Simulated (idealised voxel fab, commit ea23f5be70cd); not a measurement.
The process module presented herein is designated voxel plated lines.
Square cells of 5 nm make up the cross-section cut, whose width is 155 nm.
Cross-section, as written here: a square-cell grid given band by band from the top down, where a band holds one or more rows of cells. Top height, bottom height, nm. Materials left to right, width each, nm. Single material + "edge to edge" = fills band edge to edge. "air" = empty. Heights are reckoned from 0. Under this level, the received wafer is all of one material. The bottommost band is open-ended downward, for example "0..down". A width given as "30 to 40" starts at the first number in the band's top row and ends at the second number in its bottom row, shifting by an equal amount at every step from row to row. Where a step carries "no alteration", the cross-section came out of it unchanged, cell for cell. This entry, "Completely sealed voids", enumerates those empty regions of no fewer than 8 cells that possess no open connection to the top. Each region is reported in the form width x height at distance, the distance being taken from the left edge, with all three quantities expressed in nm. Past the settings on a step's line: simulator remark, on that step. What "overlay nm" on a step's line means: if the step has a mask, that mask lay this far to the right of its planned place, or, when the value is negative, to the left.

Listed below are the process steps as planned
step 1: RECEIVE: material Si
step 2: CONFORMAL_DEP: material Al2O3, thk nm 15
step 3: DIRECTIONAL_DEP: material TiN, thk nm 5
step 4: PATTERN: tone open, mask id LINES, material resist, width nm 15, pitch nm 30, thk nm 40, overlay nm 0
step 5: EPI: material Ru, thk nm 10
step 6: EPI: material Ru, thk nm 5
step 7: EPI: material Ru, thk nm 5
step 8: STRIP: etch materials resist
step 9: DIRECTIONAL_ETCH: etch materials TiN, depth nm 5
step 10: CONFORMAL_DEP: material SiO2, thk nm 10

Cross-section: wafer on arrival = after step 1
  0..down: Si edge to edge
  Completely sealed voids: none

First wafer of two, sectioned at end of module; run went per plan
  50..40: air: 45, SiO2: 65, air: 45
  40..25: air: 45, SiO2: 10, Ru: 15, SiO2: 15, Ru: 15, SiO2: 10, air: 45
  25..20: SiO2: 55, Ru: 15, SiO2: 15, Ru: 15, SiO2: 55
  20..15: SiO2: 55, TiN: 15, SiO2: 15, TiN: 15, SiO2: 55
  15..0: Al2O3 edge to edge
  0..down: Si edge to edge
  Completely sealed voids: none

Here's the second of our two wafers sectioned at module end. Same start as the first, same plan, but one mistake got made running it
  50..40: air: 55, SiO2: 65, air: 35
  40..25: air: 55, SiO2: 10, Ru: 15, SiO2: 15, Ru: 15, SiO2: 10, air: 35
  25..20: SiO2: 65, Ru: 15, SiO2: 15, Ru: 15, SiO2: 45
  20..15: SiO2: 65, TiN: 15, SiO2: 15, TiN: 15, SiO2: 45
  15..0: Al2O3 edge to edge
  0..down: Si edge to edge
  Completely sealed voids: none
What was the processing mistake? for step 4, the planned setting was not used; the step was instead run as PATTERN: tone open, mask id LINES, material resist, width nm 15, pitch nm 30, thk nm 40, overlay nm 10
Same inventory, different map: at the end, the second wafer holds as many cells of each material as the first, placed elsewhere.
